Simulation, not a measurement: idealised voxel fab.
Documented hereafter: the process module known as voxel transistor to metal.
Pictured: cross-section cut, 270 nm wide, on a grid of 5 nm square cells.
Cross-sections here: square-cell grids, written as top-down lists of bands, a band being one or more rows of cells.
Heights first: top, then bottom, in nm. Then materials, left to right, each with a width in nm. "throughout" on a single material: fills the band edge to edge. "blank": empty space.
We count height from 0. Below that, the starting wafer is all one material. The lowest band never ends at the bottom but goes on down; see "z 0 and below" for how that is written.
A width given as "30->40" starts at the first number in the band's top row and ends at the second number in its bottom row, shifting by an equal amount at every step from row to row.
"everything unchanged" -> step changed no cross-section cell.
Voids not open to the top, 8 cells minimum: see "Fully sealed voids". Written width x height at distance; distance is from the left edge; nm.
The remark found on a step's line after its settings is issued by the simulator itself and pertains to that step.
What "overlay nm" on a step's line means: if the step has a mask, that mask lay this far to the right of its planned place, or, when the value is negative, to the left.

The process steps that were planned are listed below:
1) RECEIVE with material Si
2) CONFORMAL_DEP with material SiO2, thk nm 5
3) CONFORMAL_DEP with material SiN, thk nm 15
4) DIRECTIONAL_DEP with material aC, thk nm 10
5) PATTERN with tone cover, mask id ACTIVE, material resist, width nm 105, pitch nm 125, thk nm 30, overlay nm 0
6) DIRECTIONAL_ETCH with etch materials aC, depth nm 10
7) STRIP with etch materials resist
8) DIRECTIONAL_ETCH with etch materials SiN, depth nm 15
9) DIRECTIONAL_ETCH with etch materials SiO2, depth nm 5
10) DIRECTIONAL_ETCH with etch materials Si, depth nm 20
11) STRIP with etch materials aC
12) FILL_DEP with material SiO2, thk nm 10
13) CMP with height nm 20
14) SELECTIVE_ETCH with etch materials SiO2, depth nm 5
15) STRIP with etch materials SiN
16) SELECTIVE_ETCH with etch materials SiO2, depth nm 5
17) OXIDIZE with depth nm 5
18) DIRECTIONAL_DEP with material polySi, thk nm 25
19) DIRECTIONAL_DEP with material SiCN, thk nm 15
20) MASKED_ETCH with tone cover, mask id GATE, width nm 25, pitch nm 125, etch materials SiCN, depth nm 25, overlay nm 0
21) MASKED_ETCH with tone cover, mask id GATE, width nm 25, pitch nm 125, etch materials polySi, depth nm 35, overlay nm 0
22) CONFORMAL_DEP with material SiN, thk nm 5
23) DIRECTIONAL_ETCH with etch materials SiN, depth nm 5
24) DIRECTIONAL_ETCH with etch materials SiO2, depth nm 5
25) DIRECTIONAL_ETCH with etch materials Si, depth nm 10
26) EPI with material nSi, thk nm 10
27) FILL_DEP with material SiO2, thk nm 5
28) CMP with height nm 25
29) STRIP with etch materials polySi
30) SELECTIVE_ETCH with etch materials SiO2, depth nm 5
31) CONFORMAL_DEP with material HfO2, thk nm 5
32) CONFORMAL_DEP with material TiN, thk nm 5
33) FILL_DEP with material W, thk nm 5
34) CMP with height nm 20
35) DIRECTIONAL_DEP with material SiO2, thk nm 10
36) PATTERN with tone open, mask id CONTACT, material resist, width nm 15, thk nm 20, overlay nm 0
37) DIRECTIONAL_ETCH with etch materials SiO2, depth nm 35
38) STRIP with etch materials resist
39) CONFORMAL_DEP with material TiN, thk nm 5
40) FILL_DEP with material Ru, thk nm 10
41) CMP with height nm 30
42) DIRECTIONAL_DEP with material TiN, thk nm 5
43) DIRECTIONAL_DEP with material Ru, thk nm 15
44) MASKED_ETCH with tone cover, mask id METAL_1, width nm 15, etch materials Ru, depth nm 15, overlay nm 0
45) MASKED_ETCH with tone cover, mask id METAL_1, width nm 15, etch materials TiN, depth nm 5, overlay nm 0
46) CONFORMAL_DEP with material SiCN, thk nm 5
47) FILL_DEP with material lowk, thk nm 5
48) CMP with height nm 50
49) CONFORMAL_DEP with material SiCN, thk nm 5

Step 1 complete: cross-section of the wafer as received:
- z 0 and below | Si throughout
- Fully sealed voids: none

End-of-module cross-section of the first of two wafers, processed as planned:
- z 55 to 50 | SiCN throughout
- z 50 to 35 | 25 of lowk / 5 of SiCN / 15 of Ru / 5 of SiCN / 45 of lowk / 5 of SiCN / 15 of Ru / 5 of SiCN / 30 of lowk / 5 of SiCN / 15 of Ru / 5 of SiCN / 45 of lowk / 5 of SiCN / 15 of Ru / 5 of SiCN / 25 of lowk
- z 35 to 30 | 30 of SiCN / 15 of TiN / 55 of SiCN / 15 of TiN / 40 of SiCN / 15 of TiN / 55 of SiCN / 15 of TiN / 30 of SiCN
- z 30 to 20 | 30 of SiO2 / 5 of TiN / 5 of Ru / 5 of TiN / 55 of SiO2 / 5 of TiN / 5 of Ru / 5 of TiN / 40 of SiO2 / 5 of TiN / 5 of Ru / 5 of TiN / 55 of SiO2 / 5 of TiN / 5 of Ru / 5 of TiN / 30 of SiO2
- z 20 to 10 | 30 of SiO2 / 5 of TiN / 5 of Ru / 5 of TiN / 10 of SiO2 / 5 of SiN / 5 of HfO2 / 5 of TiN / 5 of W / 5 of TiN / 5 of HfO2 / 5 of SiN / 10 of SiO2 / 5 of TiN / 5 of Ru / 5 of TiN / 40 of SiO2 / 5 of TiN / 5 of Ru / 5 of TiN / 10 of SiO2 / 5 of SiN / 5 of HfO2 / 5 of TiN / 5 of W / 5 of TiN / 5 of HfO2 / 5 of SiN / 10 of SiO2 / 5 of TiN / 5 of Ru / 5 of TiN / 30 of SiO2
- z 10 to 5 | 15 of SiO2 / 5 of SiN / 10 of SiO2 / 5 of TiN / 5 of Ru / 5 of TiN / 10 of SiO2 / 5 of SiN / 5 of HfO2 / 5 of TiN / 5 of W / 5 of TiN / 5 of HfO2 / 5 of SiN / 10 of SiO2 / 5 of TiN / 5 of Ru / 5 of TiN / 10 of SiO2 / 5 of SiN / 10 of SiO2 / 5 of SiN / 10 of SiO2 / 5 of TiN / 5 of Ru / 5 of TiN / 10 of SiO2 / 5 of SiN / 5 of HfO2 / 5 of TiN / 5 of W / 5 of TiN / 5 of HfO2 / 5 of SiN / 10 of SiO2 / 5 of TiN / 5 of Ru / 5 of TiN / 10 of SiO2 / 5 of SiN / 15 of SiO2
- z 5 to 0 | 15 of SiO2 / 5 of SiN / 10 of SiO2 / 5 of TiN / 5 of Ru / 5 of TiN / 10 of nSi / 5 of SiN / 5 of HfO2 / 15 of TiN / 5 of HfO2 / 5 of SiN / 10 of nSi / 5 of TiN / 5 of Ru / 5 of TiN / 10 of SiO2 / 5 of SiN / 10 of SiO2 / 5 of SiN / 10 of SiO2 / 5 of TiN / 5 of Ru / 5 of TiN / 10 of nSi / 5 of SiN / 5 of HfO2 / 15 of TiN / 5 of HfO2 / 5 of SiN / 10 of nSi / 5 of TiN / 5 of Ru / 5 of TiN / 10 of SiO2 / 5 of SiN / 15 of SiO2
- z 0 to -5 | 30 of SiO2 / 15 of TiN / 10 of nSi / 35 of HfO2 / 10 of nSi / 15 of TiN / 40 of SiO2 / 15 of TiN / 10 of nSi / 35 of HfO2 / 10 of nSi / 15 of TiN / 30 of SiO2
- z -5 to -15 | 20 of SiO2 / 35 of nSi / 35 of Si / 35 of nSi / 20 of SiO2 / 35 of nSi / 35 of Si / 35 of nSi / 20 of SiO2
- z -15 to -20 | 20 of SiO2 / 105 of Si / 20 of SiO2 / 105 of Si / 20 of SiO2
- z -20 and below | Si throughout
- Fully sealed voids: none

Wafer two, end of module, cross-section. Same start, same plan as wafer one. One mistake in the run:
- z 55 to 50 | SiCN throughout
- z 50 to 40 | 30 of lowk / 5 of SiCN / 15 of Ru / 5 of SiCN / 45 of lowk / 5 of SiCN / 15 of Ru / 5 of SiCN / 30 of lowk / 5 of SiCN / 15 of Ru / 5 of SiCN / 45 of lowk / 5 of SiCN / 15 of Ru / 5 of SiCN / 20 of lowk
- z 40 to 35 | 25 of lowk / 10 of SiCN / 15 of Ru / 5 of SiCN / 40 of lowk / 10 of SiCN / 15 of Ru / 5 of SiCN / 25 of lowk / 10 of SiCN / 15 of Ru / 5 of SiCN / 40 of lowk / 10 of SiCN / 15 of Ru / 5 of SiCN / 20 of lowk
- z 35 to 30 | 30 of SiCN / 20 of TiN / 50 of SiCN / 20 of TiN / 35 of SiCN / 20 of TiN / 50 of SiCN / 20 of TiN / 25 of SiCN
- z 30 to 20 | 30 of SiO2 / 5 of TiN / 5 of Ru / 5 of TiN / 55 of SiO2 / 5 of TiN / 5 of Ru / 5 of TiN / 40 of SiO2 / 5 of TiN / 5 of Ru / 5 of TiN / 55 of SiO2 / 5 of TiN / 5 of Ru / 5 of TiN / 30 of SiO2
- z 20 to 10 | 30 of SiO2 / 5 of TiN / 5 of Ru / 5 of TiN / 10 of SiO2 / 5 of SiN / 5 of HfO2 / 5 of TiN / 5 of W / 5 of TiN / 5 of HfO2 / 5 of SiN / 10 of SiO2 / 5 of TiN / 5 of Ru / 5 of TiN / 40 of SiO2 / 5 of TiN / 5 of Ru / 5 of TiN / 10 of SiO2 / 5 of SiN / 5 of HfO2 / 5 of TiN / 5 of W / 5 of TiN / 5 of HfO2 / 5 of SiN / 10 of SiO2 / 5 of TiN / 5 of Ru / 5 of TiN / 30 of SiO2
- z 10 to 5 | 15 of SiO2 / 5 of SiN / 10 of SiO2 / 5 of TiN / 5 of Ru / 5 of TiN / 10 of SiO2 / 5 of SiN / 5 of HfO2 / 5 of TiN / 5 of W / 5 of TiN / 5 of HfO2 / 5 of SiN / 10 of SiO2 / 5 of TiN / 5 of Ru / 5 of TiN / 10 of SiO2 / 5 of SiN / 10 of SiO2 / 5 of SiN / 10 of SiO2 / 5 of TiN / 5 of Ru / 5 of TiN / 10 of SiO2 / 5 of SiN / 5 of HfO2 / 5 of TiN / 5 of W / 5 of TiN / 5 of HfO2 / 5 of SiN / 10 of SiO2 / 5 of TiN / 5 of Ru / 5 of TiN / 10 of SiO2 / 5 of SiN / 15 of SiO2
- z 5 to 0 | 15 of SiO2 / 5 of SiN / 10 of SiO2 / 5 of TiN / 5 of Ru / 5 of TiN / 10 of nSi / 5 of SiN / 5 of HfO2 / 15 of TiN / 5 of HfO2 / 5 of SiN / 10 of nSi / 5 of TiN / 5 of Ru / 5 of TiN / 10 of SiO2 / 5 of SiN / 10 of SiO2 / 5 of SiN / 10 of SiO2 / 5 of TiN / 5 of Ru / 5 of TiN / 10 of nSi / 5 of SiN / 5 of HfO2 / 15 of TiN / 5 of HfO2 / 5 of SiN / 10 of nSi / 5 of TiN / 5 of Ru / 5 of TiN / 10 of SiO2 / 5 of SiN / 15 of SiO2
- z 0 to -5 | 30 of SiO2 / 15 of TiN / 10 of nSi / 35 of HfO2 / 10 of nSi / 15 of TiN / 40 of SiO2 / 15 of TiN / 10 of nSi / 35 of HfO2 / 10 of nSi / 15 of TiN / 30 of SiO2
- z -5 to -15 | 20 of SiO2 / 35 of nSi / 35 of Si / 35 of nSi / 20 of SiO2 / 35 of nSi / 35 of Si / 35 of nSi / 20 of SiO2
- z -15 to -20 | 20 of SiO2 / 105 of Si / 20 of SiO2 / 105 of Si / 20 of SiO2
- z -20 and below | Si throughout
- Fully sealed voids: none
What went wrong in running the wafer? contrary to plan, step 44 was performed as MASKED_ETCH with tone cover, mask id METAL_1, width nm 15, etch materials Ru, depth nm 15, overlay nm 5
Final wafer comparison in cells, second versus first, more or fewer per material: TiN +4, lowk -4
